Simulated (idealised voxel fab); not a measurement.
You're looking at the process module voxel released beams.
Cross-sectional view cut (width: 290 nm; square cell size: 5 nm).
Just so we're on the same page, the cross-sections are grids of square cells, and they're listed out in bands top to bottom, each band one or more rows deep. Band: top and bottom heights (nm) first, top before bottom; then materials from left to right, widths in nm. "throughout" marks a sole material filling the band edge to edge. "blank" denotes empty space. The reference from which all heights are counted is 0, the level beneath which the as-received wafer is entirely one material; the lowest band, having no lower bound, proceeds downward and is written after the example "from 0 down". Width spec "30 to 40" -> top row of cells at first value, bottom row at second value, equal per-row change in between. No cell of the cross-section changed in a step that is given as "left unchanged". What "Sealed void inventory" gives you is every empty space of 8 cells or more that is cut off from the top. Each appears as width x height at distance, with the distance taken from the left edge and width, height and distance all in nm. Where a step's line continues beyond its settings, the continuation is a remark by the simulator itself on that step. The line of a step may include "overlay nm". On a step with a mask, this value is how far to the right of its planned place the mask lay. A negative value means the mask lay to the left.
Process steps (planned):
- 1: RECEIVE, material Si
- 2: CONFORMAL_DEP, material SiN, thk nm 10
- 3: DIRECTIONAL_DEP, material SiO2, thk nm 10
- 4: PATTERN, tone open, mask id ANCHOR, material resist, width nm 25, thk nm 15, overlay nm 0
- 5: DIRECTIONAL_ETCH, etch materials SiO2, depth nm 10
- 6: STRIP, etch materials resist
- 7: CONFORMAL_DEP, material W, thk nm 10
- 8: PATTERN, tone cover, mask id BEAM, material resist, width nm 75, thk nm 15, overlay nm 0
- 9: DIRECTIONAL_ETCH, etch materials W, depth nm 10
- 10: STRIP, etch materials resist
- 11: STRIP, etch materials SiO2
First of two wafers - as planned:
So this is the incoming wafer in cross-section - it's already been through step 1:
  from 0 down: Si throughout
  Sealed void inventory: none
Upon completion of step 2, the wafer appears in cross-section as shown:
  from 10 to 0: SiN throughout
  Below 0 it's all the same as before, nothing changed down there.
Upon completion of step 3, the wafer appears in cross-section as shown:
  from 20 to 10: SiO2 throughout
  Below 10 it's all the same as before, nothing changed down there.
Upon completion of step 4, the wafer appears in cross-section as shown:
  from 35 to 20: 110 nm resist / 25 nm blank / 155 nm resist
  Below 20 it's all the same as before, nothing changed down there.
Upon completion of step 5, the wafer appears in cross-section as shown:
  from 35 to 20: 110 nm resist / 25 nm blank / 155 nm resist
  from 20 to 10: 110 nm SiO2 / 25 nm blank / 155 nm SiO2
  Below 10 it's all the same as before, nothing changed down there.
Upon completion of step 6, the wafer appears in cross-section as shown:
  from 20 to 10: 110 nm SiO2 / 25 nm blank / 155 nm SiO2
  Below 10 it's all the same as before, nothing changed down there.
Upon completion of step 7, the wafer appears in cross-section as shown:
  from 30 to 20: 120 nm W / 5 nm blank / 165 nm W
  from 20 to 10: 110 nm SiO2 / 25 nm W / 155 nm SiO2
  Below 10 it's all the same as before, nothing changed down there.
Upon completion of step 8, the wafer appears in cross-section as shown:
  from 45 to 30: 105 nm blank / 75 nm resist / 110 nm blank
  from 30 to 20: 120 nm W / 5 nm resist / 165 nm W
  Below 20 it's all the same as before, nothing changed down there.
Upon completion of step 9, the wafer appears in cross-section as shown:
  from 45 to 30: 105 nm blank / 75 nm resist / 110 nm blank
  from 30 to 20: 105 nm blank / 15 nm W / 5 nm resist / 55 nm W / 110 nm blank
  Below 20 it's all the same as before, nothing changed down there.
Upon completion of step 10, the wafer appears in cross-section as shown:
  from 30 to 20: 105 nm blank / 15 nm W / 5 nm blank / 55 nm W / 110 nm blank
  Below 20 it's all the same as before, nothing changed down there.
Upon completion of step 11, the wafer appears in cross-section as shown:
  from 30 to 20: 105 nm blank / 15 nm W / 5 nm blank / 55 nm W / 110 nm blank
  from 20 to 10: 110 nm blank / 25 nm W / 155 nm blank
  Below 10 it's all the same as before, nothing changed down there.
Wafer two of two - same starting point, same process plan, one mistake in execution; matches wafer one up to and including step 2:
Cross-section of the second wafer corresponding to the planned conclusion of step 3:
  from 15 to 10: SiO2 throughout
  Below 10 it's all the same as before, nothing changed down there.
Cross-section of the second wafer corresponding to the planned conclusion of step 4:
  from 30 to 15: 110 nm resist / 25 nm blank / 155 nm resist
  Below 15 it's all the same as before, nothing changed down there.
Cross-section of the second wafer corresponding to the planned conclusion of step 5:
  from 30 to 15: 110 nm resist / 25 nm blank / 155 nm resist
  from 15 to 10: 110 nm SiO2 / 25 nm blank / 155 nm SiO2
  Below 10 it's all the same as before, nothing changed down there.
Cross-section of the second wafer corresponding to the planned conclusion of step 6:
  from 15 to 10: 110 nm SiO2 / 25 nm blank / 155 nm SiO2
  Below 10 it's all the same as before, nothing changed down there.
Cross-section of the second wafer corresponding to the planned conclusion of step 7:
  from 25 to 20: 120 nm W / 5 nm blank / 165 nm W
  from 20 to 15: W throughout
  from 15 to 10: 110 nm SiO2 / 25 nm W / 155 nm SiO2
  Below 10 it's all the same as before, nothing changed down there.
Cross-section of the second wafer corresponding to the planned conclusion of step 8:
  from 40 to 25: 105 nm blank / 75 nm resist / 110 nm blank
  from 25 to 20: 120 nm W / 5 nm resist / 165 nm W
  Below 20 it's all the same as before, nothing changed down there.
Cross-section of the second wafer corresponding to the planned conclusion of step 9:
  from 40 to 25: 105 nm blank / 75 nm resist / 110 nm blank
  from 25 to 20: 105 nm blank / 15 nm W / 5 nm resist / 55 nm W / 110 nm blank
  from 20 to 15: 105 nm blank / 75 nm W / 110 nm blank
  Below 15 it's all the same as before, nothing changed down there.
Cross-section of the second wafer corresponding to the planned conclusion of step 10:
  from 25 to 20: 105 nm blank / 15 nm W / 5 nm blank / 55 nm W / 110 nm blank
  Below 20 it's all the same as before, nothing changed down there.
Cross-section of the second wafer corresponding to the planned conclusion of step 11:
  from 25 to 20: 105 nm blank / 15 nm W / 5 nm blank / 55 nm W / 110 nm blank
  from 20 to 10: 105 to 110 nm blank / 75 to 25 nm W / 110 to 155 nm blank
  Below 10 it's all the same as before, nothing changed down there.
Processing error: step 3 went in with a setting other than planned; the actual run was DIRECTIONAL_DEP, material SiO2, thk nm 5
Final tally in cells, some materials are higher or lower on the second wafer than on the first: W -4
